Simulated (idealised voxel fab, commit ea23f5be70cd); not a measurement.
process module | voxel double patterning
cross-section cut | 295 nm wide | cells 5 nm
A cross-section is a grid of square cells, given in bands from the top down. A band is one or more rows of cells.
Each band's line starts with the height of the band's top and of its bottom, in nm. Then come its materials from left to right, each with its width in nm. One material with "throughout" fills the band from edge to edge. "air" is empty space.
Height 0 is the level under which the wafer as received is all one material. The lowest band goes on downwards, as in "0 down".
A width such as "30 to 40" changes by the same amount from each row of cells to the next, from the band's top row to its bottom row.
"no change" after a step means that no cell of the cross-section changed.
closed voids: empty space of 8 cells or more with no open way to the top, each as width x height at its distance from the left edge, in nm
after a step's settings: what the simulator itself notes on the step
overlay nm, on a step with a mask: how far to the right of its planned place the mask lay; to the left if negative
plan
1 op RECEIVE | material Si
2 op CONFORMAL_DEP | material SiN | thk nm 10
3 op DIRECTIONAL_DEP | material SiO2 | thk nm 15
4 op DIRECTIONAL_DEP | material SiCN | thk nm 5
5 op PATTERN | tone open | mask id FIRST | material resist | width nm 15 | pitch nm 50 | thk nm 15 | overlay nm 0
6 op DIRECTIONAL_ETCH | etch materials SiCN | depth nm 5
7 op STRIP | etch materials resist
8 op DIRECTIONAL_DEP | material aC | thk nm 10
9 op PATTERN | tone open | mask id SECOND | material resist | width nm 15 | thk nm 30 | overlay nm 0
10 op DIRECTIONAL_ETCH | etch materials aC | depth nm 10
11 op STRIP | etch materials resist
12 op DIRECTIONAL_ETCH | etch materials SiCN | depth nm 5
13 op STRIP | etch materials aC
14 op DIRECTIONAL_ETCH | etch materials SiO2 | depth nm 15
15 op STRIP | etch materials SiCN
as received, after step 1
  0 down: Si throughout
  closed voids: none
a wafer at the end: this start, this plan, one mistake
  25 to 15: SiN throughout
  15 to 0: SiO2 throughout
  0 down: Si throughout
  closed voids: none
what went wrong: steps 2 and 3 were swapped
